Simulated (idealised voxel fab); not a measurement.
process module | voxel trench capacitor
cross-section cut | 295 nm wide | cells 5 nm
A cross-section is a grid of square cells, given in bands from the top down. A band is one or more rows of cells.
Each band's line starts with the height of the band's top and of its bottom, in nm. Then come its materials from left to right, each with its width in nm. One material with "throughout" fills the band from edge to edge. "air" is empty space.
Height 0 is the level under which the wafer as received is all one material. The lowest band goes on downwards, as in "0 down".
A width such as "30 to 40" changes by the same amount from each row of cells to the next, from the band's top row to its bottom row.
"no change" after a step means that no cell of the cross-section changed.
closed voids: empty space of 8 cells or more with no open way to the top, each as width x height at its distance from the left edge, in nm
after a step's settings: what the simulator itself notes on the step
overlay nm, on a step with a mask: how far to the right of its planned place the mask lay; to the left if negative
plan
1 op RECEIVE | material Si
2 op CONFORMAL_DEP | material SiN | thk nm 5
3 op DIRECTIONAL_DEP | material aC | thk nm 10
4 op PATTERN | tone open | mask id TRENCH | material resist | width nm 20 | pitch nm 50 | thk nm 30 | overlay nm 0
5 op DIRECTIONAL_ETCH | etch materials aC | depth nm 10
6 op STRIP | etch materials resist
7 op DIRECTIONAL_ETCH | etch materials SiN | depth nm 5
8 op DIRECTIONAL_ETCH | etch materials Si | depth nm 35
9 op STRIP | etch materials aC
10 op CONFORMAL_DEP | material SiO2 | thk nm 5
11 op FILL_DEP | material polySi | thk nm 10
12 op CMP | height nm 5
as received, after step 1
  0 down: Si throughout
  closed voids: none
first wafer at the end, as planned
  5 to 0: SiN 60 | SiO2 5 | polySi 10 | SiO2 5 | SiN 30 | SiO2 5 | polySi 10 | SiO2 5 | SiN 30 | SiO2 5 | polySi 10 | SiO2 5 | SiN 30 | SiO2 5 | polySi 10 | SiO2 5 | SiN 65
  0 to -30: Si 60 | SiO2 5 | polySi 10 | SiO2 5 | Si 30 | SiO2 5 | polySi 10 | SiO2 5 | Si 30 | SiO2 5 | polySi 10 | SiO2 5 | Si 30 | SiO2 5 | polySi 10 | SiO2 5 | Si 65
  -30 to -35: Si 60 | SiO2 20 | Si 30 | SiO2 20 | Si 30 | SiO2 20 | Si 30 | SiO2 20 | Si 65
  -35 down: Si throughout
  closed voids: none
second wafer at the end: like start, like plan, one mistake
  5 to 0: SiN 60 | SiO2 5 | polySi 10 | SiO2 5 | SiN 30 | SiO2 5 | polySi 10 | SiO2 5 | SiN 30 | SiO2 5 | polySi 10 | SiO2 5 | SiN 30 | SiO2 5 | polySi 10 | SiO2 5 | SiN 65
  0 to -65: Si 60 | SiO2 5 | polySi 10 | SiO2 5 | Si 30 | SiO2 5 | polySi 10 | SiO2 5 | Si 30 | SiO2 5 | polySi 10 | SiO2 5 | Si 30 | SiO2 5 | polySi 10 | SiO2 5 | Si 65
  -65 to -70: Si 60 | SiO2 20 | Si 30 | SiO2 20 | Si 30 | SiO2 20 | Si 30 | SiO2 20 | Si 65
  -70 down: Si throughout
  closed voids: none
what went wrong: step 8 was run twice
at the end the second wafer has, in cells: 112 fewer of Si | 56 more of SiO2 | 56 more of polySi
